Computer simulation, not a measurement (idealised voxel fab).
This section sets out a process module, namely voxel transistor to metal.
Section cut is 265 nm wide and gridded with 5 nm square cells.
This document writes a cross-section as a grid whose cells are square, and gives it as bands, listed from the top down; one or more rows of cells form a band. The entry gives the band's vertical extent as a top height and a bottom height in nm, then its horizontal make-up as materials from left to right, each with a width in nm. "empty" stands for empty space; a single material marked "all across" fills the band edge to edge. Heights from 0 (as-received wafer is one material below). Bottom band endless downward, as "0 down". You'd read "30..40" like this: the band's top row of cells is as wide as the first number, its bottom row is as wide as the second, and going down, every row changes width by the same amount as the row before did. You'll sometimes find "stayed the same" written for a step, and that's the way of saying that nowhere in the cross-section did a cell change during that step. "Closed-off voids": sealed empty spaces, 8 cells or more, no open way to top, listed width x height at distance, with distance from the left edge and width, height and distance in nm. On each step's line, the part that comes after the settings is the simulator's own comment on the step. A step line may carry the setting "overlay nm", which, for steps involving a mask, states the distance by which the mask lay to the right of its intended position; negative values denote displacement to the left.
[Planned step list for the process]
1. op RECEIVE | material Si
2. op CONFORMAL_DEP | material SiO2 | thk nm 5
3. op CONFORMAL_DEP | material SiN | thk nm 10
4. op DIRECTIONAL_DEP | material aC | thk nm 10
5. op PATTERN | tone cover | mask id ACTIVE | material resist | width nm 105 | pitch nm 125 | thk nm 30 | overlay nm 0
6. op DIRECTIONAL_ETCH | etch materials aC | depth nm 10
7. op STRIP | etch materials resist
8. op DIRECTIONAL_ETCH | etch materials SiN | depth nm 10
9. op DIRECTIONAL_ETCH | etch materials SiO2 | depth nm 5
10. op DIRECTIONAL_ETCH | etch materials Si | depth nm 35
11. op STRIP | etch materials aC
12. op FILL_DEP | material SiO2 | thk nm 10
13. op CMP | height nm 15
14. op SELECTIVE_ETCH | etch materials SiO2 | depth nm 5
15. op STRIP | etch materials SiN
16. op SELECTIVE_ETCH | etch materials SiO2 | depth nm 5
17. op OXIDIZE | depth nm 5
18. op DIRECTIONAL_DEP | material polySi | thk nm 25
19. op DIRECTIONAL_DEP | material SiCN | thk nm 15
20. op MASKED_ETCH | tone cover | mask id GATE | width nm 25 | pitch nm 125 | etch materials SiCN | depth nm 25 | overlay nm 0
21. op MASKED_ETCH | tone cover | mask id GATE | width nm 25 | pitch nm 125 | etch materials polySi | depth nm 35 | overlay nm 0
22. op CONFORMAL_DEP | material SiN | thk nm 5
23. op DIRECTIONAL_ETCH | etch materials SiN | depth nm 5
24. op DIRECTIONAL_ETCH | etch materials SiO2 | depth nm 5
25. op EPI | material nSi | thk nm 5
26. op FILL_DEP | material SiO2 | thk nm 10
27. op CMP | height nm 25
28. op STRIP | etch materials polySi
29. op SELECTIVE_ETCH | etch materials SiO2 | depth nm 5
30. op CONFORMAL_DEP | material HfO2 | thk nm 5
31. op CONFORMAL_DEP | material TiN | thk nm 5
32. op FILL_DEP | material W | thk nm 10
33. op CMP | height nm 20
34. op DIRECTIONAL_DEP | material SiO2 | thk nm 10
35. op PATTERN | tone open | mask id CONTACT | material resist | width nm 15 | thk nm 20 | overlay nm 0
36. op DIRECTIONAL_ETCH | etch materials SiO2 | depth nm 30
37. op STRIP | etch materials resist
38. op CONFORMAL_DEP | material TiN | thk nm 5
39. op FILL_DEP | material Ru | thk nm 10
40. op CMP | height nm 30
41. op CONFORMAL_DEP | material SiN | thk nm 5
42. op DIRECTIONAL_DEP | material lowk | thk nm 15
43. op PATTERN | tone open | mask id METAL_1 | material resist | width nm 15 | thk nm 15 | overlay nm 0
44. op DIRECTIONAL_ETCH | etch materials lowk | depth nm 15
45. op DIRECTIONAL_ETCH | etch materials SiN | depth nm 5
46. op STRIP | etch materials resist
47. op CONFORMAL_DEP | material TiN | thk nm 5
48. op FILL_DEP | material Cu | thk nm 5
49. op CMP | height nm 50
50. op EPI | material Ru | thk nm 5
51. op FILL_DEP | material SiCN | thk nm 5
[The first of two wafers, run as planned]
[Wafer at receipt (post step 1), cross-section]
	0 down  Si all across
	Closed-off voids: none
[Cross-section of the wafer after step 2]
	5 to 0  SiO2 all across
	Below a height of 0, the structure has not been altered.
[Cross-section of the wafer after step 3]
	15 to 5  SiN all across
	Below a height of 5, the structure has not been altered.
[Cross-section of the wafer after step 4]
	25 to 15  aC all across
	Below a height of 15, the structure has not been altered.
[Cross-section of the wafer after step 5]
	55 to 25  empty (15) | resist (105) | empty (20) | resist (105) | empty (20)
	Below a height of 25, the structure has not been altered.
[Cross-section of the wafer after step 6]
	45 to 25  empty (15) | resist (105) | empty (20) | resist (105) | empty (20)
	25 to 15  empty (15) | aC (105) | empty (20) | aC (105) | empty (20)
	Below a height of 15, the structure has not been altered.
[Cross-section of the wafer after step 7]
	25 to 15  empty (15) | aC (105) | empty (20) | aC (105) | empty (20)
	Below a height of 15, the structure has not been altered.
[Cross-section of the wafer after step 8]
	25 to 15  empty (15) | aC (105) | empty (20) | aC (105) | empty (20)
	15 to 5  empty (15) | SiN (105) | empty (20) | SiN (105) | empty (20)
	Below a height of 5, the structure has not been altered.
[Cross-section of the wafer after step 9]
	25 to 15  empty (15) | aC (105) | empty (20) | aC (105) | empty (20)
	15 to 5  empty (15) | SiN (105) | empty (20) | SiN (105) | empty (20)
	5 to 0  empty (15) | SiO2 (105) | empty (20) | SiO2 (105) | empty (20)
	Below a height of 0, the structure has not been altered.
[Cross-section of the wafer after step 10]
	25 to 15  empty (15) | aC (105) | empty (20) | aC (105) | empty (20)
	15 to 5  empty (15) | SiN (105) | empty (20) | SiN (105) | empty (20)
	5 to 0  empty (15) | SiO2 (105) | empty (20) | SiO2 (105) | empty (20)
	0 to -35  empty (15) | Si (105) | empty (20) | Si (105) | empty (20)
	Below a height of -35, the structure has not been altered.
[Cross-section of the wafer after step 11]
	15 to 5  empty (15) | SiN (105) | empty (20) | SiN (105) | empty (20)
	Below a height of 5, the structure has not been altered.
[Cross-section of the wafer after step 12]
	25 to 15  SiO2 all across
	15 to 5  SiO2 (15) | SiN (105) | SiO2 (20) | SiN (105) | SiO2 (20)
	5 to 0  SiO2 all across
	0 to -35  SiO2 (15) | Si (105) | SiO2 (20) | Si (105) | SiO2 (20)
	Below a height of -35, the structure has not been altered.
[Cross-section of the wafer after step 13]
	15 to 5  SiO2 (15) | SiN (105) | SiO2 (20) | SiN (105) | SiO2 (20)
	Below a height of 5, the structure has not been altered.
[Cross-section of the wafer after step 14]
	15 to 10  empty (15) | SiN (105) | empty (20) | SiN (105) | empty (20)
	Below a height of 10, the structure has not been altered.
[Cross-section of the wafer after step 15]
	10 to 5  SiO2 (15) | empty (105) | SiO2 (20) | empty (105) | SiO2 (20)
	Below a height of 5, the structure has not been altered.
[Cross-section of the wafer after step 16]
	5 to 0  SiO2 (10) | empty (115) | SiO2 (10) | empty (115) | SiO2 (15)
	Below a height of 0, the structure has not been altered.
[Cross-section of the wafer after step 17]
	5 to 0  SiO2 (10) | empty (115) | SiO2 (10) | empty (115) | SiO2 (15)
	0 to -5  SiO2 all across
	Below a height of -5, the structure has not been altered.
[Cross-section of the wafer after step 18]
	30 to 25  polySi (10) | empty (115) | polySi (10) | empty (115) | polySi (15)
	25 to 5  polySi all across
	5 to 0  SiO2 (10) | polySi (115) | SiO2 (10) | polySi (115) | SiO2 (15)
	Below a height of 0, the structure has not been altered.
[Cross-section of the wafer after step 19]
	45 to 40  SiCN (10) | empty (115) | SiCN (10) | empty (115) | SiCN (15)
	40 to 30  SiCN all across
	30 to 25  polySi (10) | SiCN (115) | polySi (10) | SiCN (115) | polySi (15)
	Below a height of 25, the structure has not been altered.
[Cross-section of the wafer after step 20]
	40 to 30  empty (55) | SiCN (25) | empty (100) | SiCN (25) | empty (60)
	30 to 25  polySi (10) | empty (45) | SiCN (25) | empty (45) | polySi (10) | empty (45) | SiCN (25) | empty (45) | polySi (15)
	Below a height of 25, the structure has not been altered.
[Cross-section of the wafer after step 21]
	40 to 25  empty (55) | SiCN (25) | empty (100) | SiCN (25) | empty (60)
	25 to 5  empty (55) | polySi (25) | empty (100) | polySi (25) | empty (60)
	5 to 0  SiO2 (10) | empty (45) | polySi (25) | empty (45) | SiO2 (10) | empty (45) | polySi (25) | empty (45) | SiO2 (15)
	Below a height of 0, the structure has not been altered.
[Cross-section of the wafer after step 22]
	45 to 40  empty (50) | SiN (35) | empty (90) | SiN (35) | empty (55)
	40 to 25  empty (50) | SiN (5) | SiCN (25) | SiN (5) | empty (90) | SiN (5) | SiCN (25) | SiN (5) | empty (55)
	25 to 10  empty (50) | SiN (5) | polySi (25) | SiN (5) | empty (90) | SiN (5) | polySi (25) | SiN (5) | empty (55)
	10 to 5  SiN (15) | empty (35) | SiN (5) | polySi (25) | SiN (5) | empty (35) | SiN (20) | empty (35) | SiN (5) | polySi (25) | SiN (5) | empty (35) | SiN (20)
	5 to 0  SiO2 (10) | SiN (45) | polySi (25) | SiN (45) | SiO2 (10) | SiN (45) | polySi (25) | SiN (45) | SiO2 (15)
	Below a height of 0, the structure has not been altered.
[Cross-section of the wafer after step 23]
	40 to 25  empty (50) | SiN (5) | SiCN (25) | SiN (5) | empty (90) | SiN (5) | SiCN (25) | SiN (5) | empty (55)
	25 to 5  empty (50) | SiN (5) | polySi (25) | SiN (5) | empty (90) | SiN (5) | polySi (25) | SiN (5) | empty (55)
	5 to 0  SiO2 (10) | SiN (5) | empty (35) | SiN (5) | polySi (25) | SiN (5) | empty (35) | SiN (5) | SiO2 (10) | SiN (5) | empty (35) | SiN (5) | polySi (25) | SiN (5) | empty (35) | SiN (5) | SiO2 (15)
	Below a height of 0, the structure has not been altered.
[Cross-section of the wafer after step 24]
	40 to 25  empty (50) | SiN (5) | SiCN (25) | SiN (5) | empty (90) | SiN (5) | SiCN (25) | SiN (5) | empty (55)
	25 to 5  empty (50) | SiN (5) | polySi (25) | SiN (5) | empty (90) | SiN (5) | polySi (25) | SiN (5) | empty (55)
	5 to 0  empty (10) | SiN (5) | empty (35) | SiN (5) | polySi (25) | SiN (5) | empty (35) | SiN (5) | empty (10) | SiN (5) | empty (35) | SiN (5) | polySi (25) | SiN (5) | empty (35) | SiN (5) | empty (15)
	0 to -5  SiO2 (15) | empty (35) | SiO2 (35) | empty (35) | SiO2 (20) | empty (35) | SiO2 (35) | empty (35) | SiO2 (20)
	Below a height of -5, the structure has not been altered.
[Cross-section of the wafer after step 25]
	40 to 25  empty (50) | SiN (5) | SiCN (25) | SiN (5) | empty (90) | SiN (5) | SiCN (25) | SiN (5) | empty (55)
	25 to 5  empty (50) | SiN (5) | polySi (25) | SiN (5) | empty (90) | SiN (5) | polySi (25) | SiN (5) | empty (55)
	5 to 0  empty (10) | SiN (5) | empty (35) | SiN (5) | polySi (25) | SiN (5) | empty (35) | SiN (5) | empty (10) | SiN (5) | empty (35) | SiN (5) | polySi (25) | SiN (5) | empty (35) | SiN (5) | empty (15)
	0 to -5  SiO2 (15) | nSi (35) | SiO2 (35) | nSi (35) | SiO2 (20) | nSi (35) | SiO2 (35) | nSi (35) | SiO2 (20)
	Below a height of -5, the structure has not been altered.
[Cross-section of the wafer after step 26]
	50 to 40  SiO2 all across
	40 to 25  SiO2 (50) | SiN (5) | SiCN (25) | SiN (5) | SiO2 (90) | SiN (5) | SiCN (25) | SiN (5) | SiO2 (55)
	25 to 5  SiO2 (50) | SiN (5) | polySi (25) | SiN (5) | SiO2 (90) | SiN (5) | polySi (25) | SiN (5) | SiO2 (55)
	5 to 0  SiO2 (10) | SiN (5) | SiO2 (35) | SiN (5) | polySi (25) | SiN (5) | SiO2 (35) | SiN (5) | SiO2 (10) | SiN (5) | SiO2 (35) | SiN (5) | polySi (25) | SiN (5) | SiO2 (35) | SiN (5) | SiO2 (15)
	Below a height of 0, the structure has not been altered.
[Cross-section of the wafer after step 27]
	25 to 5  SiO2 (50) | SiN (5) | polySi (25) | SiN (5) | SiO2 (90) | SiN (5) | polySi (25) | SiN (5) | SiO2 (55)
	Below a height of 5, the structure has not been altered.
[Cross-section of the wafer after step 28]
	25 to 5  SiO2 (50) | SiN (5) | empty (25) | SiN (5) | SiO2 (90) | SiN (5) | empty (25) | SiN (5) | SiO2 (55)
	5 to 0  SiO2 (10) | SiN (5) | SiO2 (35) | SiN (5) | empty (25) | SiN (5) | SiO2 (35) | SiN (5) | SiO2 (10) | SiN (5) | SiO2 (35) | SiN (5) | empty (25) | SiN (5) | SiO2 (35) | SiN (5) | SiO2 (15)
	Below a height of 0, the structure has not been altered.
[Cross-section of the wafer after step 29]
	25 to 20  empty (50) | SiN (5) | empty (25) | SiN (5) | empty (90) | SiN (5) | empty (25) | SiN (5) | empty (55)
	20 to 5  SiO2 (50) | SiN (5) | empty (25) | SiN (5) | SiO2 (90) | SiN (5) | empty (25) | SiN (5) | SiO2 (55)
	5 to 0  SiO2 (10) | SiN (5) | SiO2 (35) | SiN (5) | empty (25) | SiN (5) | SiO2 (35) | SiN (5) | SiO2 (10) | SiN (5) | SiO2 (35) | SiN (5) | empty (25) | SiN (5) | SiO2 (35) | SiN (5) | SiO2 (15)
	0 to -5  SiO2 (15) | nSi (35) | empty (35) | nSi (35) | SiO2 (20) | nSi (35) | empty (35) | nSi (35) | SiO2 (20)
	Below a height of -5, the structure has not been altered.
[Cross-section of the wafer after step 30]
	30 to 25  empty (45) | HfO2 (15) | empty (15) | HfO2 (15) | empty (80) | HfO2 (15) | empty (15) | HfO2 (15) | empty (50)
	25 to 20  HfO2 (50) | SiN (5) | HfO2 (5) | empty (15) | HfO2 (5) | SiN (5) | HfO2 (90) | SiN (5) | HfO2 (5) | empty (15) | HfO2 (5) | SiN (5) | HfO2 (55)
	20 to 5  SiO2 (50) | SiN (5) | HfO2 (5) | empty (15) | HfO2 (5) | SiN (5) | SiO2 (90) | SiN (5) | HfO2 (5) | empty (15) | HfO2 (5) | SiN (5) | SiO2 (55)
	5 to 0  SiO2 (10) | SiN (5) | SiO2 (35) | SiN (5) | HfO2 (5) | empty (15) | HfO2 (5) | SiN (5) | SiO2 (35) | SiN (5) | SiO2 (10) | SiN (5) | SiO2 (35) | SiN (5) | HfO2 (5) | empty (15) | HfO2 (5) | SiN (5) | SiO2 (35) | SiN (5) | SiO2 (15)
	0 to -5  SiO2 (15) | nSi (35) | HfO2 (35) | nSi (35) | SiO2 (20) | nSi (35) | HfO2 (35) | nSi (35) | SiO2 (20)
	Below a height of -5, the structure has not been altered.
[Cross-section of the wafer after step 31]
	35 to 30  empty (40) | TiN (25) | empty (5) | TiN (25) | empty (70) | TiN (25) | empty (5) | TiN (25) | empty (45)
	30 to 25  TiN (45) | HfO2 (15) | TiN (5) | empty (5) | TiN (5) | HfO2 (15) | TiN (80) | HfO2 (15) | TiN (5) | empty (5) | TiN (5) | HfO2 (15) | TiN (50)
	25 to 20  HfO2 (50) | SiN (5) | HfO2 (5) | TiN (5) | empty (5) | TiN (5) | HfO2 (5) | SiN (5) | HfO2 (90) | SiN (5) | HfO2 (5) | TiN (5) | empty (5) | TiN (5) | HfO2 (5) | SiN (5) | HfO2 (55)
	20 to 5  SiO2 (50) | SiN (5) | HfO2 (5) | TiN (5) | empty (5) | TiN (5) | HfO2 (5) | SiN (5) | SiO2 (90) | SiN (5) | HfO2 (5) | TiN (5) | empty (5) | TiN (5) | HfO2 (5) | SiN (5) | SiO2 (55)
	5 to 0  SiO2 (10) | SiN (5) | SiO2 (35) | SiN (5) | HfO2 (5) | TiN (15) | HfO2 (5) | SiN (5) | SiO2 (35) | SiN (5) | SiO2 (10) | SiN (5) | SiO2 (35) | SiN (5) | HfO2 (5) | TiN (15) | HfO2 (5) | SiN (5) | SiO2 (35) | SiN (5) | SiO2 (15)
	Below a height of 0, the structure has not been altered.
[Cross-section of the wafer after step 32]
	45 to 35  W all across
	35 to 30  W (40) | TiN (25) | W (5) | TiN (25) | W (70) | TiN (25) | W (5) | TiN (25) | W (45)
	30 to 25  TiN (45) | HfO2 (15) | TiN (5) | W (5) | TiN (5) | HfO2 (15) | TiN (80) | HfO2 (15) | TiN (5) | W (5) | TiN (5) | HfO2 (15) | TiN (50)
	25 to 20  HfO2 (50) | SiN (5) | HfO2 (5) | TiN (5) | W (5) | TiN (5) | HfO2 (5) | SiN (5) | HfO2 (90) | SiN (5) | HfO2 (5) | TiN (5) | W (5) | TiN (5) | HfO2 (5) | SiN (5) | HfO2 (55)
	20 to 5  SiO2 (50) | SiN (5) | HfO2 (5) | TiN (5) | W (5) | TiN (5) | HfO2 (5) | SiN (5) | SiO2 (90) | SiN (5) | HfO2 (5) | TiN (5) | W (5) | TiN (5) | HfO2 (5) | SiN (5) | SiO2 (55)
	Below a height of 5, the structure has not been altered.
[Cross-section of the wafer after step 33]
	20 to 5  SiO2 (50) | SiN (5) | HfO2 (5) | TiN (5) | W (5) | TiN (5) | HfO2 (5) | SiN (5) | SiO2 (90) | SiN (5) | HfO2 (5) | TiN (5) | W (5) | TiN (5) | HfO2 (5) | SiN (5) | SiO2 (55)
	Below a height of 5, the structure has not been altered.
[Cross-section of the wafer after step 34]
	30 to 20  SiO2 all across
	Below a height of 20, the structure has not been altered.
[Cross-section of the wafer after step 35]
	50 to 30  resist (25) | empty (15) | resist (55) | empty (15) | resist (40) | empty (15) | resist (55) | empty (15) | resist (30)
	Below a height of 30, the structure has not been altered.
[Cross-section of the wafer after step 36]
	50 to 30  resist (25) | empty (15) | resist (55) | empty (15) | resist (40) | empty (15) | resist (55) | empty (15) | resist (30)
	30 to 20  SiO2 (25) | empty (15) | SiO2 (55) | empty (15) | SiO2 (40) | empty (15) | SiO2 (55) | empty (15) | SiO2 (30)
	20 to 5  SiO2 (25) | empty (15) | SiO2 (10) | SiN (5) | HfO2 (5) | TiN (5) | W (5) | TiN (5) | HfO2 (5) | SiN (5) | SiO2 (10) | empty (15) | SiO2 (40) | empty (15) | SiO2 (10) | SiN (5) | HfO2 (5) | TiN (5) | W (5) | TiN (5) | HfO2 (5) | SiN (5) | SiO2 (10) | empty (15) | SiO2 (30)
	5 to 0  SiO2 (10) | SiN (5) | SiO2 (10) | empty (15) | SiO2 (10) | SiN (5) | HfO2 (5) | TiN (15) | HfO2 (5) | SiN (5) | SiO2 (10) | empty (15) | SiO2 (10) | SiN (5) | SiO2 (10) | SiN (5) | SiO2 (10) | empty (15) | SiO2 (10) | SiN (5) | HfO2 (5) | TiN (15) | HfO2 (5) | SiN (5) | SiO2 (10) | empty (15) | SiO2 (10) | SiN (5) | SiO2 (15)
	Below a height of 0, the structure has not been altered.
[Cross-section of the wafer after step 37]
	30 to 20  SiO2 (25) | empty (15) | SiO2 (55) | empty (15) | SiO2 (40) | empty (15) | SiO2 (55) | empty (15) | SiO2 (30)
	Below a height of 20, the structure has not been altered.
[Cross-section of the wafer after step 38]
	35 to 30  TiN (30) | empty (5) | TiN (65) | empty (5) | TiN (50) | empty (5) | TiN (65) | empty (5) | TiN (35)
	30 to 20  SiO2 (25) | TiN (5) | empty (5) | TiN (5) | SiO2 (55) | TiN (5) | empty (5) | TiN (5) | SiO2 (40) | TiN (5) | empty (5) | TiN (5) | SiO2 (55) | TiN (5) | empty (5) | TiN (5) | SiO2 (30)
	20 to 5  SiO2 (25) | TiN (5) | empty (5) | TiN (5) | SiO2 (10) | SiN (5) | HfO2 (5) | TiN (5) | W (5) | TiN (5) | HfO2 (5) | SiN (5) | SiO2 (10) | TiN (5) | empty (5) | TiN (5) | SiO2 (40) | TiN (5) | empty (5) | TiN (5) | SiO2 (10) | SiN (5) | HfO2 (5) | TiN (5) | W (5) | TiN (5) | HfO2 (5) | SiN (5) | SiO2 (10) | TiN (5) | empty (5) | TiN (5) | SiO2 (30)
	5 to 0  SiO2 (10) | SiN (5) | SiO2 (10) | TiN (15) | SiO2 (10) | SiN (5) | HfO2 (5) | TiN (15) | HfO2 (5) | SiN (5) | SiO2 (10) | TiN (15) | SiO2 (10) | SiN (5) | SiO2 (10) | SiN (5) | SiO2 (10) | TiN (15) | SiO2 (10) | SiN (5) | HfO2 (5) | TiN (15) | HfO2 (5) | SiN (5) | SiO2 (10) | TiN (15) | SiO2 (10) | SiN (5) | SiO2 (15)
	Below a height of 0, the structure has not been altered.
[Cross-section of the wafer after step 39]
	45 to 35  Ru all across
	35 to 30  TiN (30) | Ru (5) | TiN (65) | Ru (5) | TiN (50) | Ru (5) | TiN (65) | Ru (5) | TiN (35)
	30 to 20  SiO2 (25) | TiN (5) | Ru (5) | TiN (5) | SiO2 (55) | TiN (5) | Ru (5) | TiN (5) | SiO2 (40) | TiN (5) | Ru (5) | TiN (5) | SiO2 (55) | TiN (5) | Ru (5) | TiN (5) | SiO2 (30)
	20 to 5  SiO2 (25) | TiN (5) | Ru (5) | TiN (5) | SiO2 (10) | SiN (5) | HfO2 (5) | TiN (5) | W (5) | TiN (5) | HfO2 (5) | SiN (5) | SiO2 (10) | TiN (5) | Ru (5) | TiN (5) | SiO2 (40) | TiN (5) | Ru (5) | TiN (5) | SiO2 (10) | SiN (5) | HfO2 (5) | TiN (5) | W (5) | TiN (5) | HfO2 (5) | SiN (5) | SiO2 (10) | TiN (5) | Ru (5) | TiN (5) | SiO2 (30)
	Below a height of 5, the structure has not been altered.
[Cross-section of the wafer after step 40]
	30 to 20  SiO2 (25) | TiN (5) | Ru (5) | TiN (5) | SiO2 (55) | TiN (5) | Ru (5) | TiN (5) | SiO2 (40) | TiN (5) | Ru (5) | TiN (5) | SiO2 (55) | TiN (5) | Ru (5) | TiN (5) | SiO2 (30)
	Below a height of 20, the structure has not been altered.
[Cross-section of the wafer after step 41]
	35 to 30  SiN all across
	Below a height of 30, the structure has not been altered.
[Cross-section of the wafer after step 42]
	50 to 35  lowk all across
	Below a height of 35, the structure has not been altered.
[Cross-section of the wafer after step 43]
	65 to 50  resist (25) | empty (15) | resist (55) | empty (15) | resist (40) | empty (15) | resist (55) | empty (15) | resist (30)
	Below a height of 50, the structure has not been altered.
[Cross-section of the wafer after step 44]
	65 to 50  resist (25) | empty (15) | resist (55) | empty (15) | resist (40) | empty (15) | resist (55) | empty (15) | resist (30)
	50 to 35  lowk (25) | empty (15) | lowk (55) | empty (15) | lowk (40) | empty (15) | lowk (55) | empty (15) | lowk (30)
	Below a height of 35, the structure has not been altered.
[Cross-section of the wafer after step 45]
	65 to 50  resist (25) | empty (15) | resist (55) | empty (15) | resist (40) | empty (15) | resist (55) | empty (15) | resist (30)
	50 to 35  lowk (25) | empty (15) | lowk (55) | empty (15) | lowk (40) | empty (15) | lowk (55) | empty (15) | lowk (30)
	35 to 30  SiN (25) | empty (15) | SiN (55) | empty (15) | SiN (40) | empty (15) | SiN (55) | empty (15) | SiN (30)
	Below a height of 30, the structure has not been altered.
[Cross-section of the wafer after step 46]
	50 to 35  lowk (25) | empty (15) | lowk (55) | empty (15) | lowk (40) | empty (15) | lowk (55) | empty (15) | lowk (30)
	Below a height of 35, the structure has not been altered.
[Cross-section of the wafer after step 47]
	55 to 50  TiN (30) | empty (5) | TiN (65) | empty (5) | TiN (50) | empty (5) | TiN (65) | empty (5) | TiN (35)
	50 to 35  lowk (25) | TiN (5) | empty (5) | TiN (5) | lowk (55) | TiN (5) | empty (5) | TiN (5) | lowk (40) | TiN (5) | empty (5) | TiN (5) | lowk (55) | TiN (5) | empty (5) | TiN (5) | lowk (30)
	35 to 30  SiN (25) | TiN (15) | SiN (55) | TiN (15) | SiN (40) | TiN (15) | SiN (55) | TiN (15) | SiN (30)
	Below a height of 30, the structure has not been altered.
[Cross-section of the wafer after step 48]
	60 to 55  Cu all across
	55 to 50  TiN (30) | Cu (5) | TiN (65) | Cu (5) | TiN (50) | Cu (5) | TiN (65) | Cu (5) | TiN (35)
	50 to 35  lowk (25) | TiN (5) | Cu (5) | TiN (5) | lowk (55) | TiN (5) | Cu (5) | TiN (5) | lowk (40) | TiN (5) | Cu (5) | TiN (5) | lowk (55) | TiN (5) | Cu (5) | TiN (5) | lowk (30)
	Below a height of 35, the structure has not been altered.
[Cross-section of the wafer after step 49]
	50 to 35  lowk (25) | TiN (5) | Cu (5) | TiN (5) | lowk (55) | TiN (5) | Cu (5) | TiN (5) | lowk (40) | TiN (5) | Cu (5) | TiN (5) | lowk (55) | TiN (5) | Cu (5) | TiN (5) | lowk (30)
	Below a height of 35, the structure has not been altered.
[Cross-section of the wafer after step 50]
	55 to 50  empty (20) | Ru (25) | empty (45) | Ru (25) | empty (30) | Ru (25) | empty (45) | Ru (25) | empty (25)
	Below a height of 50, the structure has not been altered.
[Cross-section of the wafer after step 51]
	60 to 55  SiCN all across
	55 to 50  SiCN (20) | Ru (25) | SiCN (45) | Ru (25) | SiCN (30) | Ru (25) | SiCN (45) | Ru (25) | SiCN (25)
	Below a height of 50, the structure has not been altered.
[Second of two: same start, same plan, one run error; steps up to and including 40 match the first]
[Cross-section of the second wafer at the time step 41 of the plan should have ended]
	45 to 30  lowk all across
	Below a height of 30, the structure has not been altered.
[Cross-section of the second wafer at the time step 42 of the plan should have ended]
	50 to 45  SiN all across
	Below a height of 45, the structure has not been altered.
[Cross-section of the second wafer at the time step 43 of the plan should have ended]
	65 to 50  resist (25) | empty (15) | resist (55) | empty (15) | resist (40) | empty (15) | resist (55) | empty (15) | resist (30)
	Below a height of 50, the structure has not been altered.
Cross-section of the second wafer at the time step 44 of the plan should have ended: stayed the same
[Cross-section of the second wafer at the time step 45 of the plan should have ended]
	65 to 50  resist (25) | empty (15) | resist (55) | empty (15) | resist (40) | empty (15) | resist (55) | empty (15) | resist (30)
	50 to 45  SiN (25) | empty (15) | SiN (55) | empty (15) | SiN (40) | empty (15) | SiN (55) | empty (15) | SiN (30)
	Below a height of 45, the structure has not been altered.
[Cross-section of the second wafer at the time step 46 of the plan should have ended]
	50 to 45  SiN (25) | empty (15) | SiN (55) | empty (15) | SiN (40) | empty (15) | SiN (55) | empty (15) | SiN (30)
	Below a height of 45, the structure has not been altered.
[Cross-section of the second wafer at the time step 47 of the plan should have ended]
	55 to 50  TiN (30) | empty (5) | TiN (65) | empty (5) | TiN (50) | empty (5) | TiN (65) | empty (5) | TiN (35)
	50 to 45  SiN (25) | TiN (15) | SiN (55) | TiN (15) | SiN (40) | TiN (15) | SiN (55) | TiN (15) | SiN (30)
	Below a height of 45, the structure has not been altered.
[Cross-section of the second wafer at the time step 48 of the plan should have ended]
	60 to 55  Cu all across
	55 to 50  TiN (30) | Cu (5) | TiN (65) | Cu (5) | TiN (50) | Cu (5) | TiN (65) | Cu (5) | TiN (35)
	Below a height of 50, the structure has not been altered.
[Cross-section of the second wafer at the time step 49 of the plan should have ended]
	50 to 45  SiN (25) | TiN (15) | SiN (55) | TiN (15) | SiN (40) | TiN (15) | SiN (55) | TiN (15) | SiN (30)
	Below a height of 45, the structure has not been altered.
[Cross-section of the second wafer at the time step 50 of the plan should have ended]
	55 to 50  empty (20) | Ru (25) | empty (45) | Ru (25) | empty (30) | Ru (25) | empty (45) | Ru (25) | empty (25)
	Below a height of 50, the structure has not been altered.
[Cross-section of the second wafer at the time step 51 of the plan should have ended]
	60 to 55  SiCN all across
	55 to 50  SiCN (20) | Ru (25) | SiCN (45) | Ru (25) | SiCN (30) | Ru (25) | SiCN (45) | Ru (25) | SiCN (25)
	Below a height of 50, the structure has not been altered.
Short version of what went wrong: deviation from plan: step 42 and step 41 executed in one another's positions
FYI, end of process, the second wafer has more or fewer cells of some materials than the first: -12 Cu; -24 TiN; +36 lowk
